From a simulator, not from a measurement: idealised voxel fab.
A process module follows: voxel gate over fins.
Square cell edge 5 nm, section width 245 nm, ID cut.
In what follows, cross-sections appear as grids of square cells, described through bands that run from the top down, where every band is one or more rows of cells.
Top height, bottom height, nm. Materials left to right, width each, nm. Single material + "full width" = fills band edge to edge. "air" = empty.
Zero point of the height axis is 0; under it, received wafer = one material. Lowest band: continues down indefinitely, "0 down".
The notation "30 to 40" denotes a width that varies across the rows of cells in the band, beginning at the first number in the top row, finishing at the second number in the bottom row, and changing by an identical amount from each row to the next.
Given "nothing was modified" for a step, no cell of the cross-section differs between before and after that step.
"Internal closed voids" contains a list of empty spaces, each no smaller than 8 cells and without an open way to the top, written in the form width x height at distance with the distance from the left edge and all three in nm.
On a step's line, text after the settings is the simulator commenting on that step.
"overlay nm" answers the question of how far to the right of plan the mask lay on a step that has a mask, and when it is negative the answer is to the left.

**Process steps foreseen in the plan**
1. RECEIVE,material Si
2. CONFORMAL_DEP,material SiN,thk nm 5
3. MASKED_ETCH,tone cover,mask id FINS,width nm 15,pitch nm 35,etch materials SiN,depth nm 5,overlay nm 0
4. MASKED_ETCH,tone cover,mask id FINS,width nm 15,pitch nm 35,etch materials Si,depth nm 30,overlay nm 0
5. OXIDIZE,depth nm 5
6. FILL_DEP,material SiO2,thk nm 15
7. CMP,height nm 5
8. SELECTIVE_ETCH,etch materials SiO2,depth nm 15
9. STRIP,etch materials SiN
10. CONFORMAL_DEP,material HfO2,thk nm 5
11. CONFORMAL_DEP,material TiN,thk nm 5
12. FILL_DEP,material W,thk nm 15
13. CMP,height nm 20
14. CONFORMAL_DEP,material SiCN,thk nm 10

**Cross-section: wafer on arrival = after step 1**
    0 down = Si full width
    Internal closed voids: none

**Looking at the first of two wafers in cross-section at end of module - ran to plan**
    30 to 20 = SiCN full width
    20 to 10 = W full width
    10 to 5 = 75 nm W, then 25 nm TiN, then 10 nm W, then 25 nm TiN, then 10 nm W, then 25 nm TiN, then 75 nm W
    5 to 0 = 75 nm W, then 5 nm TiN, then 15 nm HfO2, then 5 nm TiN, then 10 nm W, then 5 nm TiN, then 15 nm HfO2, then 5 nm TiN, then 10 nm W, then 5 nm TiN, then 15 nm HfO2, then 5 nm TiN, then 75 nm W
    0 to -5 = 80 nm TiN, then 5 nm HfO2, then 5 nm Si, then 5 nm HfO2, then 20 nm TiN, then 5 nm HfO2, then 5 nm Si, then 5 nm HfO2, then 20 nm TiN, then 5 nm HfO2, then 5 nm Si, then 5 nm HfO2, then 80 nm TiN
    -5 to -10 = 85 nm HfO2, then 5 nm Si, then 30 nm HfO2, then 5 nm Si, then 30 nm HfO2, then 5 nm Si, then 85 nm HfO2
    -10 to -35 = 85 nm SiO2, then 5 nm Si, then 30 nm SiO2, then 5 nm Si, then 30 nm SiO2, then 5 nm Si, then 85 nm SiO2
    -35 down = Si full width
    Internal closed voids: none

**Wafer two cross-section, module end. Start and plan unchanged from wafer one; one mistake made during the run**
    30 to 20 = SiCN full width
    20 to 10 = W full width
    10 to 5 = 75 nm W, then 25 nm TiN, then 10 nm W, then 25 nm TiN, then 10 nm W, then 25 nm TiN, then 75 nm W
    5 to 0 = 75 nm W, then 5 nm TiN, then 15 nm HfO2, then 5 nm TiN, then 10 nm W, then 5 nm TiN, then 15 nm HfO2, then 5 nm TiN, then 10 nm W, then 5 nm TiN, then 15 nm HfO2, then 5 nm TiN, then 75 nm W
    0 to -5 = 80 nm TiN, then 5 nm HfO2, then 5 nm Si, then 5 nm HfO2, then 5 nm TiN, then 10 nm W, then 5 nm TiN, then 5 nm HfO2, then 5 nm Si, then 5 nm HfO2, then 5 nm TiN, then 10 nm W, then 5 nm TiN, then 5 nm HfO2, then 5 nm Si, then 5 nm HfO2, then 80 nm TiN
    -5 to -10 = 70 nm HfO2, then 10 nm TiN, then 5 nm HfO2, then 5 nm Si, then 5 nm HfO2, then 20 nm TiN, then 5 nm HfO2, then 5 nm Si, then 5 nm HfO2, then 20 nm TiN, then 5 nm HfO2, then 5 nm Si, then 5 nm HfO2, then 10 nm TiN, then 70 nm HfO2
    -10 to -15 = 65 nm SiO2, then 20 nm HfO2, then 5 nm Si, then 30 nm HfO2, then 5 nm Si, then 30 nm HfO2, then 5 nm Si, then 20 nm HfO2, then 65 nm SiO2
    -15 to -35 = 85 nm SiO2, then 5 nm Si, then 30 nm SiO2, then 5 nm Si, then 30 nm SiO2, then 5 nm Si, then 85 nm SiO2
    -35 down = Si full width
    Internal closed voids: none
What was done differently from what was planned? transposition of steps 8 and 9 relative to the planned sequence
at the end the second wafer has, in cells: 8 more of HfO2; 20 fewer of SiO2; 8 more of TiN; 4 more of W
